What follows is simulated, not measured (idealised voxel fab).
Process module heading - voxel released beams
Section shown: cut. Width: 185 nm. Cell size: 5 nm, square.
Heads up, the way a cross-section reads in here is a grid of square cells, handed over as bands from the top down, with every band being one or more rows of cells. In this notation a band is specified by the heights of its top and bottom, in that order and in nm, after which its materials appear from left to right, each paired with its width in nm. The word "edge to edge" attached to a single material means that material fills the band from edge to edge; the word "air" stands for empty space. Where do heights start? At 0: under that level the wafer as delivered is made of one material only. And the lowest band has no floor; it just carries on downward, as in "0 nm and below". Per-row width for "30 to 40": begins at first number (top row of band), ends at second number (bottom row), increment between rows held constant. Take "nothing altered" at face value: in the step it is given for, the cross-section changed in none of its cells. Basically, "Closed cavity list" tells you about the enclosed voids: empty spaces with no open way to the top, 8 cells or bigger, each written width x height at distance, where distance is from the left edge, all in nm. Anything after a step's settings on that line? It's the simulator's own note about the step. overlay nm: mask right of planned place by this much (step with mask). Neg. = left.

### Here's what the planned process steps look like
1,RECEIVE | material Si
2,CONFORMAL_DEP | material SiN | thk nm 5
3,DIRECTIONAL_DEP | material SiO2 | thk nm 15
4,PATTERN | tone open | mask id ANCHOR | material resist | width nm 30 | thk nm 20 | overlay nm 0
5,DIRECTIONAL_ETCH | etch materials SiO2 | depth nm 15
6,STRIP | etch materials resist
7,CONFORMAL_DEP | material TiN | thk nm 10
8,MASKED_ETCH | tone cover | mask id BEAM | width nm 95 | etch materials TiN | depth nm 10 | overlay nm 0
9,STRIP | etch materials SiO2

### First of two wafers - as planned

### Incoming wafer, cross-sectional view, post step 1
	0 nm and below  Si edge to edge
	Closed cavity list: none

### Step 2 complete: cross-section through the wafer
	5 nm to 0 nm  SiN edge to edge
	No changes below 0.

### Step 3 complete: cross-section through the wafer
	20 nm to 5 nm  SiO2 edge to edge
	No changes below 5.

### Step 4 complete: cross-section through the wafer
	40 nm to 20 nm  resist=45 | air=30 | resist=110
	No changes below 20.

### Step 5 complete: cross-section through the wafer
	40 nm to 20 nm  resist=45 | air=30 | resist=110
	20 nm to 5 nm  SiO2=45 | air=30 | SiO2=110
	No changes below 5.

### Step 6 complete: cross-section through the wafer
	20 nm to 5 nm  SiO2=45 | air=30 | SiO2=110
	No changes below 5.

### Step 7 complete: cross-section through the wafer
	30 nm to 20 nm  TiN=55 | air=10 | TiN=120
	20 nm to 15 nm  SiO2=45 | TiN=10 | air=10 | TiN=10 | SiO2=110
	15 nm to 5 nm  SiO2=45 | TiN=30 | SiO2=110
	No changes below 5.

### Step 8 complete: cross-section through the wafer
	30 nm to 20 nm  air=40 | TiN=15 | air=10 | TiN=70 | air=50
	No changes below 20.

### Step 9 complete: cross-section through the wafer
	30 nm to 20 nm  air=40 | TiN=15 | air=10 | TiN=70 | air=50
	20 nm to 15 nm  air=45 | TiN=10 | air=10 | TiN=10 | air=110
	15 nm to 5 nm  air=45 | TiN=30 | air=110
	No changes below 5.

### Notes, second wafer: start = first wafer's, plan = first wafer's, execution had one mistake; history identical to first through step 1

### Cross-section, second wafer, at the end time the plan gives for step 2
	5 nm to 0 nm  SiO2 edge to edge
	No changes below 0.

### Cross-section, second wafer, at the end time the plan gives for step 3
	20 nm to 0 nm  SiO2 edge to edge
	No changes below 0.

### Cross-section, second wafer, at the end time the plan gives for step 4
	40 nm to 20 nm  resist=45 | air=30 | resist=110
	No changes below 20.

### Cross-section, second wafer, at the end time the plan gives for step 5
	40 nm to 20 nm  resist=45 | air=30 | resist=110
	20 nm to 5 nm  SiO2=45 | air=30 | SiO2=110
	No changes below 5.

### Cross-section, second wafer, at the end time the plan gives for step 6
	20 nm to 5 nm  SiO2=45 | air=30 | SiO2=110
	No changes below 5.

### Cross-section, second wafer, at the end time the plan gives for step 7
	30 nm to 20 nm  TiN=55 | air=10 | TiN=120
	20 nm to 15 nm  SiO2=45 | TiN=10 | air=10 | TiN=10 | SiO2=110
	15 nm to 5 nm  SiO2=45 | TiN=30 | SiO2=110
	No changes below 5.

### Cross-section, second wafer, at the end time the plan gives for step 8
	30 nm to 20 nm  air=40 | TiN=15 | air=10 | TiN=70 | air=50
	No changes below 20.

### Cross-section, second wafer, at the end time the plan gives for step 9
	0 nm and below  Si edge to edge
what went wrong: step 2 deviated from plan and actually ran as CONFORMAL_DEP | material SiO2 | thk nm 5
Per the end-of-run cell counts, the second wafer holds more or fewer of some materials than the first: SiN: 37 fewer, TiN: 50 fewer
